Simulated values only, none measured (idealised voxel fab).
Process module in this document: voxel capacitor over wiring
Cross-section cut: width 220 nm, square cells of 5 nm.
Cross-section, as written here: a square-cell grid given band by band from the top down, where a band holds one or more rows of cells. This entry defines a band. It first specifies the height of the band's top and the height of its bottom in nm, and then specifies the band's materials from left to right, stating each material with its width in nm. The word "throughout" identifies a single material that fills the band from edge to edge, while the word "air" identifies empty space. Where do heights start? At 0: under that level the wafer as delivered is made of one material only. And the lowest band has no floor; it just carries on downward, as in "0 -> down". With a width like "30 to 40", each row of cells in the band differs from the next by the same amount, the top row carrying the first number and the bottom row the second. No cell of the cross-section changed in a step that is given as "remains unaltered". In the "Closed voids list" entry, you get each enclosed empty space of 8 cells or more, one with no open way to the top, written width x height at distance, distance from the left edge, in nm. It should be noted that, on the line of a given step, the content following the step's settings is a remark produced by the simulator itself with respect to that step. On any step carrying a mask, the "overlay nm" setting, if present on the step's line, tells how far right of its planned place the mask lay; negative values point to the left.

[Planned step list for the process]
step 1: op RECEIVE | material Si
step 2: op CONFORMAL_DEP | material SiO2 | thk nm 10
step 3: op CONFORMAL_DEP | material SiCN | thk nm 5
step 4: op DIRECTIONAL_DEP | material lowk | thk nm 15
step 5: op PATTERN | tone open | mask id METAL_1 | material resist | width nm 30 | pitch nm 85 | thk nm 15 | overlay nm 0
step 6: op DIRECTIONAL_ETCH | etch materials lowk | depth nm 15
step 7: op DIRECTIONAL_ETCH | etch materials SiCN | depth nm 5
step 8: op STRIP | etch materials resist
step 9: op CONFORMAL_DEP | material TiN | thk nm 5
step 10: op FILL_DEP | material W | thk nm 10
step 11: op CMP | height nm 30
step 12: op CONFORMAL_DEP | material SiCN | thk nm 5
step 13: op DIRECTIONAL_DEP | material lowk | thk nm 10
step 14: op DIRECTIONAL_DEP | material aC | thk nm 15
step 15: op PATTERN | tone open | mask id PLUG_1 | material resist | width nm 15 | thk nm 30 | overlay nm 0
step 16: op DIRECTIONAL_ETCH | etch materials aC | depth nm 15
step 17: op STRIP | etch materials resist
step 18: op DIRECTIONAL_ETCH | etch materials lowk | depth nm 10
step 19: op DIRECTIONAL_ETCH | etch materials SiCN | depth nm 5
step 20: op STRIP | etch materials aC
step 21: op EPI | material Ru | thk nm 10
step 22: op EPI | material Ru | thk nm 5
step 23: op DIRECTIONAL_DEP | material TiN | thk nm 5
step 24: op DIRECTIONAL_DEP | material Al2O3 | thk nm 5
step 25: op DIRECTIONAL_DEP | material TiN | thk nm 5
step 26: op PATTERN | tone cover | mask id UPPER_PLATE | material resist | width nm 60 | thk nm 20 | overlay nm 0
step 27: op DIRECTIONAL_ETCH | etch materials TiN | depth nm 5
step 28: op DIRECTIONAL_ETCH | etch materials Al2O3 | depth nm 5
step 29: op STRIP | etch materials resist
step 30: op DIRECTIONAL_DEP | material aC | thk nm 15
step 31: op PATTERN | tone cover | mask id LOWER_PLATE | material resist | width nm 70 | thk nm 30 | overlay nm 0
step 32: op DIRECTIONAL_ETCH | etch materials aC | depth nm 15
step 33: op STRIP | etch materials resist
step 34: op DIRECTIONAL_ETCH | etch materials TiN | depth nm 5
step 35: op STRIP | etch materials aC
step 36: op FILL_DEP | material SiO2 | thk nm 20
step 37: op CMP | height nm 75
step 38: op PATTERN | tone open | mask id PLUG_2 | material resist | width nm 15 | thk nm 15 | overlay nm 0
step 39: op DIRECTIONAL_ETCH | etch materials SiO2 | depth nm 15
step 40: op STRIP | etch materials resist
step 41: op CONFORMAL_DEP | material TiN | thk nm 5
step 42: op FILL_DEP | material Cu | thk nm 10
step 43: op CMP | height nm 75
step 44: op CONFORMAL_DEP | material SiN | thk nm 5

[Cross-section, incoming material, after step 1]
- 0 -> down: Si throughout
- Closed voids list: none

[first wafer at the end, as planned]
- 80 -> 75: SiN throughout
- 75 -> 65: SiO2 75 nm  TiN 5 nm  Cu 5 nm  TiN 5 nm  SiO2 130 nm
- 65 -> 55: SiO2 75 to 65 nm  TiN 15 to 60 nm  SiO2 130 to 95 nm
- 55 -> 50: SiO2 65 nm  Al2O3 60 nm  SiO2 95 nm
- 50 -> 45: SiO2 60 nm  TiN 70 nm  SiO2 90 nm
- 45 -> 35: lowk 65 nm  Ru 15 nm  lowk 140 nm
- 35 -> 30: SiCN 65 nm  Ru 15 nm  SiCN 140 nm
- 30 -> 15: lowk 50 nm  TiN 5 nm  W 20 nm  TiN 5 nm  lowk 55 nm  TiN 5 nm  W 20 nm  TiN 5 nm  lowk 55 nm
- 15 -> 10: SiCN 50 nm  TiN 30 nm  SiCN 55 nm  TiN 30 nm  SiCN 55 nm
- 10 -> 0: SiO2 throughout
- 0 -> down: Si throughout
- Closed voids list: none

[This is the second of the two wafers, cross-sectioned at the end of the module; it started exactly like the first and was given the same plan, but it was run with one mistake]
- 80 -> 75: SiN throughout
- 75 -> 65: SiO2 70 nm  TiN 5 nm  Cu 15 nm  TiN 5 nm  SiO2 125 nm
- 65 -> 55: SiO2 70 to 65 nm  TiN 25 to 60 nm  SiO2 125 to 95 nm
- 55 -> 50: SiO2 65 nm  Al2O3 60 nm  SiO2 95 nm
- 50 -> 45: SiO2 60 nm  TiN 70 nm  SiO2 90 nm
- 45 -> 35: lowk 65 nm  Ru 15 nm  lowk 140 nm
- 35 -> 30: SiCN 65 nm  Ru 15 nm  SiCN 140 nm
- 30 -> 15: lowk 50 nm  TiN 5 nm  W 20 nm  TiN 5 nm  lowk 55 nm  TiN 5 nm  W 20 nm  TiN 5 nm  lowk 55 nm
- 15 -> 10: SiCN 50 nm  TiN 30 nm  SiCN 55 nm  TiN 30 nm  SiCN 55 nm
- 10 -> 0: SiO2 throughout
- 0 -> down: Si throughout
- Closed voids list: none
Deviation from plan: planned and actual differ for step 38; actual: op PATTERN | tone open | mask id PLUG_2 | material resist | width nm 25 | thk nm 15 | overlay nm 0
The final cell counts differ between the wafers, with the second having more or fewer of some materials than the first: Cu +4 | SiO2 -6 | TiN +2
